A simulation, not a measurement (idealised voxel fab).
Process module, titled voxel trench capacitor
We display cut, a cross-section 265 nm in width whose square cells are each 5 nm.
Cross-section layout: square cells on a grid; listed as bands, top to bottom; a band spans one or more cell rows.
In this notation a band is specified by the heights of its top and bottom, in that order and in nm, after which its materials appear from left to right, each paired with its width in nm. The word "all across" attached to a single material means that material fills the band from edge to edge; the word "blank" stands for empty space.
Height is counted from the level 0, under which the received wafer is composed throughout of one material. The lowest of the bands is not closed at the bottom but continues downward, in the notation "0..down".
A two-number width, for instance "30..40", indicates that the width is equal to the first number in the top row of the band and to the second number in the bottom row, and that it changes by a constant amount per row of cells.
Any step labelled "nothing changed" changed none of the cells in the cross-section.
In "Fully closed voids" the enclosed voids are listed, meaning empty spaces of 8 cells or larger without any opening to the top. The form is width x height at distance, distance from the left edge, units nm.
The remark found on a step's line after its settings is issued by the simulator itself and pertains to that step.
A step line may carry the setting "overlay nm", which, for steps involving a mask, states the distance by which the mask lay to the right of its intended position; negative values denote displacement to the left.
## Here's what the planned process steps look like
- 1: RECEIVE | material Si
- 2: CONFORMAL_DEP | material SiN | thk nm 10
- 3: PATTERN | tone open | mask id TRENCH | material resist | width nm 30 | pitch nm 45 | thk nm 15 | overlay nm 0
- 4: DIRECTIONAL_ETCH | etch materials SiN | depth nm 10
- 5: DIRECTIONAL_ETCH | etch materials Si | depth nm 40
- 6: STRIP | etch materials resist
- 7: CONFORMAL_DEP | material HfO2 | thk nm 5
- 8: CONFORMAL_DEP | material TiN | thk nm 5
- 9: FILL_DEP | material W | thk nm 5
- 10: CMP | height nm 10
## As-received wafer cross-section (after step 1)
0..down  Si all across
Fully closed voids: none
## Below is the wafer in cross-section after the module was completed. It began from the starting point shown above and followed the plan shown above, except that one mistake was made while running it
10..0  SiN (60); HfO2 (5); TiN (5); W (10); TiN (5); HfO2 (5); SiN (15); HfO2 (5); TiN (5); W (10); TiN (5); HfO2 (5); SiN (15); HfO2 (5); TiN (5); W (10); TiN (5); HfO2 (5); SiN (85)
0..-30  Si (60); HfO2 (5); TiN (5); W (10); TiN (5); HfO2 (5); Si (15); HfO2 (5); TiN (5); W (10); TiN (5); HfO2 (5); Si (15); HfO2 (5); TiN (5); W (10); TiN (5); HfO2 (5); Si (85)
-30..-35  Si (60); HfO2 (5); TiN (20); HfO2 (5); Si (15); HfO2 (5); TiN (20); HfO2 (5); Si (15); HfO2 (5); TiN (20); HfO2 (5); Si (85)
-35..-40  Si (60); HfO2 (30); Si (15); HfO2 (30); Si (15); HfO2 (30); Si (85)
-40..down  Si all across
Fully closed voids: none
It is concluded that the wafer was processed incorrectly with respect to the plan, in that note that step 3 departed from the planned setting and was carried out as PATTERN | tone open | mask id TRENCH | material resist | width nm 30 | pitch nm 45 | thk nm 15 | overlay nm -10
